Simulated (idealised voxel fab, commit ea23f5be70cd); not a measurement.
voxel self aligned contacts: a process module
This is section cut - it's 265 nm across, gridded in 5 nm square cells.
A cross-section is written here as square cells arranged in a grid, and it is given in bands from the top down, each band taking up one or more rows of cells.
Band: top height; bottom height; in nm. Then, left to right: material with width in nm, for each material. "full width": a single material spanning edge to edge. "blank": empty space.
Zero point of the height axis is 0; under it, received wafer = one material. Lowest band: continues down indefinitely, "0..down".
A width such as "30..40" changes by the same amount from each row of cells to the next, from the band's top row to its bottom row.
Step note "nothing different" = no cross-section cell changed.
Closed empty spaces (no open way to the top) of 8 cells or more are what "Sealed voids" lists, each as width x height at distance from the left edge, nm for all three.
Past the settings on a step's line: simulator remark, on that step.
overlay nm: mask offset rightward from planned place, masked step; negative means leftward offset.
PROCESS STEPS - PLAN
1) RECEIVE [material Si]
2) CONFORMAL_DEP [material SiO2] [thk nm 5]
3) DIRECTIONAL_DEP [material polySi] [thk nm 30]
4) DIRECTIONAL_DEP [material SiN] [thk nm 15]
5) DIRECTIONAL_DEP [material aC] [thk nm 15]
6) PATTERN [tone cover] [mask id GATE] [material resist] [width nm 25] [pitch nm 50] [thk nm 30] [overlay nm 0]
7) DIRECTIONAL_ETCH [etch materials aC] [depth nm 15]
8) STRIP [etch materials resist]
9) DIRECTIONAL_ETCH [etch materials SiN] [depth nm 15]
10) DIRECTIONAL_ETCH [etch materials polySi] [depth nm 30]
11) STRIP [etch materials aC]
12) CONFORMAL_DEP [material SiN] [thk nm 5]
13) DIRECTIONAL_ETCH [etch materials SiN] [depth nm 5]
14) FILL_DEP [material SiO2] [thk nm 15]
15) CMP [height nm 55]
16) DIRECTIONAL_DEP [material aC] [thk nm 10]
17) PATTERN [tone open] [mask id CONTACT] [material resist] [width nm 35] [thk nm 30] [overlay nm 0]
18) DIRECTIONAL_ETCH [etch materials aC] [depth nm 10]
19) STRIP [etch materials resist]
20) DIRECTIONAL_ETCH [etch materials SiO2] [depth nm 55]
21) STRIP [etch materials aC]
22) CONFORMAL_DEP [material TiN] [thk nm 5]
23) FILL_DEP [material W] [thk nm 5]
24) CMP [height nm 55]
25) CONFORMAL_DEP [material SiN] [thk nm 5]
STEP 1 COMPLETE: CROSS-SECTION OF THE WAFER AS RECEIVED
0..down: Si full width
Sealed voids: none
SECTIONED VIEW, FIRST OF TWO WAFERS, AT THE CLOSE OF THE MODULE, PROCESSED AS INTENDED IN THE PLAN
60..55: SiN full width
55..50: 115 of SiO2 / 15 of TiN / 5 of W / 15 of TiN / 115 of SiO2
50..35: 90 of SiO2 / 35 of SiN / 5 of TiN / 5 of W / 5 of TiN / 35 of SiN / 90 of SiO2
35..5: 90 of SiO2 / 5 of SiN / 25 of polySi / 5 of SiN / 5 of TiN / 5 of W / 5 of TiN / 5 of SiN / 25 of polySi / 5 of SiN / 90 of SiO2
5..0: 125 of SiO2 / 15 of TiN / 125 of SiO2
0..down: Si full width
Sealed voids: none
CROSS-SECTION, WAFER TWO OF TWO, END OF MODULE: SAME START AND PLAN AS WAFER ONE, ONE ERROR IN EXECUTION
60..55: SiN full width
55..40: 90 of SiO2 / 5 of SiN / 25 of polySi / 5 of SiN / 5 of TiN / 5 of W / 5 of TiN / 5 of SiN / 25 of polySi / 5 of SiN / 90 of SiO2
40..35: 90 of SiO2 / 5 of SiN / 25 of polySi / 5 of SiN / 15 of TiN / 5 of SiN / 25 of polySi / 5 of SiN / 90 of SiO2
35..5: polySi full width
5..0: SiO2 full width
0..down: Si full width
Sealed voids: none
Here's what went sideways: in the plan, step 3 was performed twice
Materials where the second wafer ends with more or fewer cells than the first: 50 fewer of SiN; 223 fewer of SiO2; 18 fewer of TiN; 7 fewer of W; 298 more of polySi
